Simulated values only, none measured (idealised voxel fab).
process module | voxel ribs on slabs
cross-section cut | 165 nm wide | cells 5 nm
A cross-section is a grid of square cells, given in bands from the top down. A band is one or more rows of cells.
Each band's line starts with the height of the band's top and of its bottom, in nm. Then come its materials from left to right, each with its width in nm. One material with "throughout" fills the band from edge to edge. "air" is empty space.
Height 0 is the level under which the wafer as received is all one material. The lowest band goes on downwards, as in "0 down".
A width such as "30 to 40" changes by the same amount from each row of cells to the next, from the band's top row to its bottom row.
"no change" after a step means that no cell of the cross-section changed.
closed voids: empty space of 8 cells or more with no open way to the top, each as width x height at its distance from the left edge, in nm
after a step's settings: what the simulator itself notes on the step
overlay nm, on a step with a mask: how far to the right of its planned place the mask lay; to the left if negative
plan
1 op RECEIVE | material Si
2 op DIRECTIONAL_DEP | material SiO2 | thk nm 30
3 op DIRECTIONAL_DEP | material polySi | thk nm 20
4 op MASKED_ETCH | tone cover | mask id RIB | width nm 30 | etch materials polySi | depth nm 15 | overlay nm 0
5 op MASKED_ETCH | tone cover | mask id SLAB | width nm 70 | etch materials polySi | depth nm 5 | overlay nm 0
6 op FILL_DEP | material SiO2 | thk nm 20
7 op CMP | height nm 60
8 op DIRECTIONAL_DEP | material W | thk nm 5
9 op PATTERN | tone cover | mask id HEATER | material resist | width nm 40 | thk nm 20 | overlay nm 0
10 op DIRECTIONAL_ETCH | etch materials W | depth nm 5
11 op STRIP | etch materials resist
12 op CONFORMAL_DEP | material SiO2 | thk nm 5
first wafer, as planned
as received, after step 1
  0 down: Si throughout
  closed voids: none
after step 2
  30 to 0: SiO2 throughout
  below 0: unchanged
after step 3
  50 to 30: polySi throughout
  below 30: unchanged
after step 4
  50 to 35: air 65 | polySi 30 | air 70
  below 35: unchanged
after step 5
  50 to 35: air 65 | polySi 30 | air 70
  35 to 30: air 45 | polySi 70 | air 50
  below 30: unchanged
after step 6
  70 to 50: SiO2 throughout
  50 to 35: SiO2 65 | polySi 30 | SiO2 70
  35 to 30: SiO2 45 | polySi 70 | SiO2 50
  below 30: unchanged
after step 7
  60 to 50: SiO2 throughout
  below 50: unchanged
after step 8
  65 to 60: W throughout
  below 60: unchanged
after step 9
  85 to 65: air 60 | resist 40 | air 65
  below 65: unchanged
after step 10
  85 to 65: air 60 | resist 40 | air 65
  65 to 60: air 60 | W 40 | air 65
  below 60: unchanged
after step 11
  65 to 60: air 60 | W 40 | air 65
  below 60: unchanged
after step 12
  70 to 65: air 55 | SiO2 50 | air 60
  65 to 60: SiO2 60 | W 40 | SiO2 65
  below 60: unchanged
second wafer: like start, like plan, one mistake. Through step 2 it matches the first wafer
when step 3 should have ended
  70 to 30: polySi throughout
  below 30: unchanged
when step 4 should have ended
  70 to 55: air 65 | polySi 30 | air 70
  below 55: unchanged
when step 5 should have ended
  70 to 55: air 65 | polySi 30 | air 70
  55 to 50: air 45 | polySi 70 | air 50
  below 50: unchanged
when step 6 should have ended
  90 to 70: SiO2 throughout
  70 to 55: SiO2 65 | polySi 30 | SiO2 70
  55 to 50: SiO2 45 | polySi 70 | SiO2 50
  below 50: unchanged
when step 7 should have ended
  60 to 50: SiO2 65 to 45 | polySi 30 to 70 | SiO2 70 to 50
  below 50: unchanged
when step 8 should have ended
  65 to 60: W throughout
  below 60: unchanged
when step 9 should have ended
  85 to 65: air 60 | resist 40 | air 65
  below 65: unchanged
when step 10 should have ended
  85 to 65: air 60 | resist 40 | air 65
  65 to 60: air 60 | W 40 | air 65
  below 60: unchanged
when step 11 should have ended
  65 to 60: air 60 | W 40 | air 65
  below 60: unchanged
when step 12 should have ended
  70 to 65: air 55 | SiO2 50 | air 60
  65 to 60: SiO2 60 | W 40 | SiO2 65
  below 60: unchanged
what went wrong: step 3 was run twice
at the end the second wafer has, in cells: 120 fewer of SiO2 | 120 more of polySi
